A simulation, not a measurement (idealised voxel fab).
Name of the process module below: voxel transistor to metal
Cross-sectional view cut (width: 290 nm; square cell size: 5 nm).
This document writes a cross-section as a grid whose cells are square, and gives it as bands, listed from the top down; one or more rows of cells form a band.
Top height, bottom height, nm. Materials left to right, width each, nm. Single material + "everywhere" = fills band edge to edge. "empty" = empty.
We count height from 0. Below that, the starting wafer is all one material. The lowest band never ends at the bottom but goes on down; see "0 -> down" for how that is written.
Quick explanation for "30..40": the width changes in equal steps down the rows of cells, from the first number in the band's top row to the second number in its bottom row.
Step marked "nothing altered"? Then no cell in the cross-section changed in it.
Look at "Tabulated closed voids" for the closed voids: empty spaces with no open path to the top, sized 8 cells or up. Each is width x height at distance, distance from the left edge, all nm.
On each step's line, the part that comes after the settings is the simulator's own comment on the step.
"overlay nm" on a masked step: distance the mask lay right of its planned place, negative for left.
### List of planned process steps
1,RECEIVE: material Si
2,OXIDIZE: depth nm 5
3,CONFORMAL_DEP: material SiN, thk nm 10
4,PATTERN: tone cover, mask id ACTIVE, material resist, width nm 95, pitch nm 115, thk nm 20, overlay nm 0
5,DIRECTIONAL_ETCH: etch materials SiN, depth nm 10
6,DIRECTIONAL_ETCH: etch materials SiO2, depth nm 5
7,DIRECTIONAL_ETCH: etch materials Si, depth nm 35
8,STRIP: etch materials resist
9,FILL_DEP: material SiO2, thk nm 10
10,CMP: height nm 10
11,SELECTIVE_ETCH: etch materials SiO2, depth nm 10
12,STRIP: etch materials SiN
13,SELECTIVE_ETCH: etch materials SiO2, depth nm 5
14,OXIDIZE: depth nm 5
15,DIRECTIONAL_DEP: material polySi, thk nm 30
16,DIRECTIONAL_DEP: material SiCN, thk nm 10
17,DIRECTIONAL_DEP: material aC, thk nm 15
18,PATTERN: tone cover, mask id GATE, material resist, width nm 25, pitch nm 115, thk nm 35, overlay nm 0
19,DIRECTIONAL_ETCH: etch materials aC, depth nm 15
20,STRIP: etch materials resist
21,DIRECTIONAL_ETCH: etch materials SiCN, depth nm 20
22,DIRECTIONAL_ETCH: etch materials polySi, depth nm 40
23,STRIP: etch materials aC
24,CONFORMAL_DEP: material SiO2, thk nm 5
25,DIRECTIONAL_ETCH: etch materials SiO2, depth nm 5
26,CONFORMAL_DEP: material SiN, thk nm 10
27,DIRECTIONAL_ETCH: etch materials SiN, depth nm 10
28,DIRECTIONAL_ETCH: etch materials SiO2, depth nm 5
29,DIRECTIONAL_ETCH: etch materials Si, depth nm 15
30,EPI: material nSi, thk nm 20
31,FILL_DEP: material SiO2, thk nm 10
32,CMP: height nm 25
33,STRIP: etch materials polySi
34,SELECTIVE_ETCH: etch materials SiO2, depth nm 5
35,CONFORMAL_DEP: material HfO2, thk nm 5
36,CONFORMAL_DEP: material TiN, thk nm 5
37,FILL_DEP: material W, thk nm 5
38,CMP: height nm 20
39,DIRECTIONAL_DEP: material SiO2, thk nm 10
40,PATTERN: tone open, mask id CONTACT, material resist, width nm 15, thk nm 15, overlay nm 0
41,DIRECTIONAL_ETCH: etch materials SiO2, depth nm 20
42,STRIP: etch materials resist
43,CONFORMAL_DEP: material TiN, thk nm 5
44,FILL_DEP: material W, thk nm 5
45,CMP: height nm 30
46,CONFORMAL_DEP: material SiN, thk nm 5
47,DIRECTIONAL_DEP: material lowk, thk nm 20
48,MASKED_ETCH: tone open, mask id METAL_1, width nm 15, etch materials lowk, depth nm 20, overlay nm 0
49,MASKED_ETCH: tone open, mask id METAL_1, width nm 15, etch materials SiN, depth nm 5, overlay nm 0
50,CONFORMAL_DEP: material TiN, thk nm 5
51,FILL_DEP: material Ru, thk nm 10
52,CMP: height nm 55
53,CONFORMAL_DEP: material SiCN, thk nm 5
54,DIRECTIONAL_DEP: material lowk, thk nm 25
55,PATTERN: tone open, mask id METAL_2, material resist, width nm 15, pitch nm 115, thk nm 15, overlay nm 0
56,DIRECTIONAL_ETCH: etch materials lowk, depth nm 15
57,STRIP: etch materials resist
58,DIRECTIONAL_DEP: material aC, thk nm 15
59,PATTERN: tone open, mask id METAL_2_HOLES, material resist, width nm 15, pitch nm 115, thk nm 30, overlay nm 0
60,DIRECTIONAL_ETCH: etch materials aC, depth nm 15
61,STRIP: etch materials resist
62,DIRECTIONAL_ETCH: etch materials lowk, depth nm 10
63,DIRECTIONAL_ETCH: etch materials SiCN, depth nm 5
64,STRIP: etch materials aC
65,CONFORMAL_DEP: material TiN, thk nm 5
66,FILL_DEP: material Ru, thk nm 5
67,CMP: height nm 85
68,CONFORMAL_DEP: material SiCN, thk nm 5
### As received (post step 1): cross-section
0 -> down  Si everywhere
Tabulated closed voids: none
### This is how the wafer looks in cross-section once the module is done, given the starting state and plan above and one mistake in carrying the plan out
90 -> 85  SiCN everywhere
85 -> 60  lowk=45, TiN=5, Ru=5, TiN=5, lowk=100, TiN=5, Ru=5, TiN=5, lowk=115
60 -> 55  SiCN=45, TiN=15, SiCN=100, TiN=15, SiCN=115
55 -> 35  lowk=45, TiN=5, Ru=5, TiN=5, lowk=55, TiN=5, Ru=5, TiN=5, lowk=30, TiN=5, Ru=5, TiN=5, lowk=55, TiN=5, Ru=5, TiN=5, lowk=45
35 -> 30  SiN=45, TiN=15, SiN=55, TiN=15, SiN=30, TiN=15, SiN=55, TiN=15, SiN=45
30 -> 20  SiO2=45, TiN=5, W=5, TiN=5, SiO2=55, TiN=5, W=5, TiN=5, SiO2=30, TiN=5, W=5, TiN=5, SiO2=55, TiN=5, W=5, TiN=5, SiO2=45
20 -> 15  SiO2=45, TiN=5, W=5, TiN=5, SiN=10, lowk=5, HfO2=5, TiN=5, W=5, TiN=5, HfO2=5, lowk=5, SiN=10, TiN=5, W=5, TiN=5, SiO2=30, TiN=5, W=5, TiN=5, SiN=10, lowk=5, HfO2=5, TiN=5, W=5, TiN=5, HfO2=5, lowk=5, SiN=10, TiN=5, W=5, TiN=5, SiO2=45
15 -> 10  SiO2=45, TiN=15, SiN=10, lowk=5, HfO2=5, TiN=5, W=5, TiN=5, HfO2=5, lowk=5, SiN=10, TiN=15, SiO2=30, TiN=15, SiN=10, lowk=5, HfO2=5, TiN=5, W=5, TiN=5, HfO2=5, lowk=5, SiN=10, TiN=15, SiO2=45
10 -> 0  SiO2=60, SiN=10, lowk=5, HfO2=5, TiN=5, W=5, TiN=5, HfO2=5, lowk=5, SiN=10, SiO2=60, SiN=10, lowk=5, HfO2=5, TiN=5, W=5, TiN=5, HfO2=5, lowk=5, SiN=10, SiO2=60
0 -> -5  lowk=75, HfO2=5, TiN=15, HfO2=5, lowk=90, HfO2=5, TiN=15, HfO2=5, lowk=75
-5 -> -10  SiO2=70, HfO2=35, SiO2=80, HfO2=35, SiO2=70
-10 -> -40  SiO2=40, Si=95, SiO2=20, Si=95, SiO2=40
-40 -> down  Si everywhere
Tabulated closed voids: none
Processing error: step 24 deviated from plan and actually ran as CONFORMAL_DEP: material lowk, thk nm 5
